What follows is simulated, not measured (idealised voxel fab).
Herein follows the process module entitled voxel transistor to metal.
For reference, the cross-section in this document is cut, with width 290 nm and square cells of 5 nm.
Think of the cross-section as a grid of square cells. We describe it in bands, top to bottom, and each band covers one or more rows of those cells. Top, bottom (nm), then materials left to right with widths (nm); lone material tagged "everywhere" fills the whole band edge to edge; "blank" = empty space. Height 0 is the level under which the wafer as received is all one material. The lowest band goes on downwards, as in "z 0 and below". Quick explanation for "30 to 40": the width changes in equal steps down the rows of cells, from the first number in the band's top row to the second number in its bottom row. Step note "no alteration" = no cross-section cell changed. Entry "Entrapped voids" = empty spaces >= 8 cells with no open way to the top; each as width x height at distance, distance from left edge, all nm. What comes after the settings on a step's line is commentary from the simulator itself on that step. A step's line can hold "overlay nm"; with a mask on that step, the setting says how far right of the planned place the mask lay, while a negative setting says it lay to the left.

Planned step list for the process:
1. RECEIVE, material Si
2. OXIDIZE, depth nm 5
3. CONFORMAL_DEP, material SiN, thk nm 10
4. DIRECTIONAL_DEP, material aC, thk nm 10
5. PATTERN, tone cover, mask id ACTIVE, material resist, width nm 90, pitch nm 125, thk nm 30, overlay nm 0
6. DIRECTIONAL_ETCH, etch materials aC, depth nm 10
7. STRIP, etch materials resist
8. DIRECTIONAL_ETCH, etch materials SiN, depth nm 10
9. DIRECTIONAL_ETCH, etch materials SiO2, depth nm 5
10. DIRECTIONAL_ETCH, etch materials Si, depth nm 20
11. STRIP, etch materials aC
12. OXIDIZE, depth nm 5
13. FILL_DEP, material SiO2, thk nm 5
14. CMP, height nm 10
15. SELECTIVE_ETCH, etch materials SiO2, depth nm 5
16. STRIP, etch materials SiN
17. SELECTIVE_ETCH, etch materials SiO2, depth nm 5
18. OXIDIZE, depth nm 5
19. DIRECTIONAL_DEP, material polySi, thk nm 30
20. DIRECTIONAL_DEP, material SiCN, thk nm 10
21. MASKED_ETCH, tone cover, mask id GATE, width nm 30, pitch nm 125, etch materials SiCN, depth nm 20, overlay nm 0
22. MASKED_ETCH, tone cover, mask id GATE, width nm 30, pitch nm 125, etch materials polySi, depth nm 40, overlay nm 0
23. CONFORMAL_DEP, material SiN, thk nm 5
24. DIRECTIONAL_ETCH, etch materials SiN, depth nm 5
25. DIRECTIONAL_ETCH, etch materials SiO2, depth nm 5
26. DIRECTIONAL_ETCH, etch materials Si, depth nm 10
27. EPI, material SiGe, thk nm 10
28. FILL_DEP, material SiO2, thk nm 5
29. CMP, height nm 25
30. STRIP, etch materials polySi
31. SELECTIVE_ETCH, etch materials SiO2, depth nm 5
32. CONFORMAL_DEP, material HfO2, thk nm 5
33. CONFORMAL_DEP, material TiN, thk nm 5
34. FILL_DEP, material W, thk nm 5
35. CMP, height nm 20
36. DIRECTIONAL_DEP, material SiO2, thk nm 10
37. DIRECTIONAL_DEP, material aC, thk nm 15
38. PATTERN, tone open, mask id CONTACT, material resist, width nm 15, thk nm 30, overlay nm 0
39. DIRECTIONAL_ETCH, etch materials aC, depth nm 15
40. STRIP, etch materials resist
41. DIRECTIONAL_ETCH, etch materials SiO2, depth nm 40
42. STRIP, etch materials aC
43. CONFORMAL_DEP, material TiN, thk nm 5
44. FILL_DEP, material Ru, thk nm 5
45. CMP, height nm 30
46. CONFORMAL_DEP, material SiN, thk nm 5
47. DIRECTIONAL_DEP, material lowk, thk nm 25
48. PATTERN, tone open, mask id METAL_1, material resist, width nm 15, thk nm 20, overlay nm 0
49. DIRECTIONAL_ETCH, etch materials lowk, depth nm 25
50. DIRECTIONAL_ETCH, etch materials SiN, depth nm 5
51. STRIP, etch materials resist
52. CONFORMAL_DEP, material TiN, thk nm 5
53. FILL_DEP, material Cu, thk nm 5
54. CMP, height nm 60
55. CONFORMAL_DEP, material SiN, thk nm 5
Be aware that, although all wafers share a common starting state, the width nm at step 5 differs among them, and the plan displays the first wafer's value.

Cross-section of the first of several wafers on receipt, reflecting completion of step 1:
> z 0 and below = Si everywhere
> Entrapped voids: none

Here's the first of several wafers in cross-section, end of the module, after the last step, step 55:
> z 65 to 60 = SiN everywhere
> z 60 to 35 = 35 of lowk, then 5 of TiN, then 5 of Cu, then 5 of TiN, then 60 of lowk, then 5 of TiN, then 5 of Cu, then 5 of TiN, then 35 of lowk, then 5 of TiN, then 5 of Cu, then 5 of TiN, then 60 of lowk, then 5 of TiN, then 5 of Cu, then 5 of TiN, then 40 of lowk
> z 35 to 30 = 35 of SiN, then 15 of TiN, then 60 of SiN, then 15 of TiN, then 35 of SiN, then 15 of TiN, then 60 of SiN, then 15 of TiN, then 40 of SiN
> z 30 to 20 = 35 of SiO2, then 5 of TiN, then 5 of Ru, then 5 of TiN, then 60 of SiO2, then 5 of TiN, then 5 of Ru, then 5 of TiN, then 35 of SiO2, then 5 of TiN, then 5 of Ru, then 5 of TiN, then 60 of SiO2, then 5 of TiN, then 5 of Ru, then 5 of TiN, then 40 of SiO2
> z 20 to 0 = 35 of SiO2, then 5 of TiN, then 5 of Ru, then 5 of TiN, then 10 of SiO2, then 5 of SiN, then 5 of HfO2, then 5 of TiN, then 10 of W, then 5 of TiN, then 5 of HfO2, then 5 of SiN, then 10 of SiO2, then 5 of TiN, then 5 of Ru, then 5 of TiN, then 35 of SiO2, then 5 of TiN, then 5 of Ru, then 5 of TiN, then 10 of SiO2, then 5 of SiN, then 5 of HfO2, then 5 of TiN, then 10 of W, then 5 of TiN, then 5 of HfO2, then 5 of SiN, then 10 of SiO2, then 5 of TiN, then 5 of Ru, then 5 of TiN, then 40 of SiO2
> z 0 to -5 = 30 of SiO2, then 5 of SiN, then 5 of TiN, then 5 of Ru, then 5 of TiN, then 10 of SiGe, then 5 of SiN, then 5 of HfO2, then 20 of TiN, then 5 of HfO2, then 5 of SiN, then 10 of SiGe, then 5 of TiN, then 5 of Ru, then 5 of TiN, then 5 of SiN, then 25 of SiO2, then 5 of SiN, then 5 of TiN, then 5 of Ru, then 5 of TiN, then 10 of SiGe, then 5 of SiN, then 5 of HfO2, then 20 of TiN, then 5 of HfO2, then 5 of SiN, then 10 of SiGe, then 5 of TiN, then 5 of Ru, then 5 of TiN, then 5 of SiN, then 35 of SiO2
> z -5 to -10 = 35 of SiO2, then 15 of TiN, then 10 of SiGe, then 40 of HfO2, then 10 of SiGe, then 15 of TiN, then 35 of SiO2, then 15 of TiN, then 10 of SiGe, then 40 of HfO2, then 10 of SiGe, then 15 of TiN, then 40 of SiO2
> z -10 to -20 = 40 of SiO2, then 20 of SiGe, then 40 of Si, then 20 of SiGe, then 45 of SiO2, then 20 of SiGe, then 40 of Si, then 20 of SiGe, then 45 of SiO2
> z -20 to -30 = 40 of SiO2, then 80 of Si, then 45 of SiO2, then 80 of Si, then 45 of SiO2
> z -30 and below = Si everywhere
> Entrapped voids: none

Of the several wafers, the last: cross-section at the end of the module:
> z 65 to 60 = SiN everywhere
> z 60 to 35 = 35 of lowk, then 5 of TiN, then 5 of Cu, then 5 of TiN, then 60 of lowk, then 5 of TiN, then 5 of Cu, then 5 of TiN, then 35 of lowk, then 5 of TiN, then 5 of Cu, then 5 of TiN, then 60 of lowk, then 5 of TiN, then 5 of Cu, then 5 of TiN, then 40 of lowk
> z 35 to 30 = 35 of SiN, then 15 of TiN, then 60 of SiN, then 15 of TiN, then 35 of SiN, then 15 of TiN, then 60 of SiN, then 15 of TiN, then 40 of SiN
> z 30 to 20 = 35 of SiO2, then 5 of TiN, then 5 of Ru, then 5 of TiN, then 60 of SiO2, then 5 of TiN, then 5 of Ru, then 5 of TiN, then 35 of SiO2, then 5 of TiN, then 5 of Ru, then 5 of TiN, then 60 of SiO2, then 5 of TiN, then 5 of Ru, then 5 of TiN, then 40 of SiO2
> z 20 to 0 = 35 of SiO2, then 5 of TiN, then 5 of Ru, then 5 of TiN, then 10 of SiO2, then 5 of SiN, then 5 of HfO2, then 5 of TiN, then 10 of W, then 5 of TiN, then 5 of HfO2, then 5 of SiN, then 10 of SiO2, then 5 of TiN, then 5 of Ru, then 5 of TiN, then 35 of SiO2, then 5 of TiN, then 5 of Ru, then 5 of TiN, then 10 of SiO2, then 5 of SiN, then 5 of HfO2, then 5 of TiN, then 10 of W, then 5 of TiN, then 5 of HfO2, then 5 of SiN, then 10 of SiO2, then 5 of TiN, then 5 of Ru, then 5 of TiN, then 40 of SiO2
> z 0 to -5 = 20 of SiO2, then 5 of SiN, then 10 of SiO2, then 5 of TiN, then 5 of Ru, then 5 of TiN, then 10 of SiGe, then 5 of SiN, then 5 of HfO2, then 20 of TiN, then 5 of HfO2, then 5 of SiN, then 10 of SiGe, then 5 of TiN, then 5 of Ru, then 5 of TiN, then 10 of SiO2, then 5 of SiN, then 5 of SiO2, then 5 of SiN, then 10 of SiO2, then 5 of TiN, then 5 of Ru, then 5 of TiN, then 10 of SiGe, then 5 of SiN, then 5 of HfO2, then 20 of TiN, then 5 of HfO2, then 5 of SiN, then 10 of SiGe, then 5 of TiN, then 5 of Ru, then 5 of TiN, then 10 of SiO2, then 5 of SiN, then 25 of SiO2
> z -5 to -10 = 35 of SiO2, then 15 of TiN, then 10 of SiGe, then 40 of HfO2, then 10 of SiGe, then 15 of TiN, then 35 of SiO2, then 15 of TiN, then 10 of SiGe, then 40 of HfO2, then 10 of SiGe, then 15 of TiN, then 40 of SiO2
> z -10 to -20 = 30 of SiO2, then 30 of SiGe, then 40 of Si, then 30 of SiGe, then 25 of SiO2, then 30 of SiGe, then 40 of Si, then 30 of SiGe, then 35 of SiO2
> z -20 to -30 = 30 of SiO2, then 100 of Si, then 25 of SiO2, then 100 of Si, then 35 of SiO2
> z -30 and below = Si everywhere
> Entrapped voids: none

Heads up, this table goes wafer by wafer. A row tells you, at the end of the module, how many cells of each material that wafer has put on (+) or dropped (-) since it was received, and then its closed voids:
width nm 90, +20 Cu, +36 HfO2, +28 Ru, -252 Si, +48 SiGe, +128 SiN, +356 SiO2, +144 TiN, +16 W, +230 lowk, Entrapped voids: none
width nm 95, +20 Cu, +36 HfO2, +28 Ru, -248 Si, +52 SiGe, +128 SiN, +348 SiO2, +144 TiN, +16 W, +230 lowk, Entrapped voids: none
width nm 100, +20 Cu, +36 HfO2, +28 Ru, -244 Si, +56 SiGe, +128 SiN, +340 SiO2, +144 TiN, +16 W, +230 lowk, Entrapped voids: none
width nm 105, +20 Cu, +36 HfO2, +28 Ru, -240 Si, +60 SiGe, +128 SiN, +332 SiO2, +144 TiN, +16 W, +230 lowk, Entrapped voids: none
width nm 110, +20 Cu, +36 HfO2, +28 Ru, -236 Si, +64 SiGe, +128 SiN, +324 SiO2, +144 TiN, +16 W, +230 lowk, Entrapped voids: none
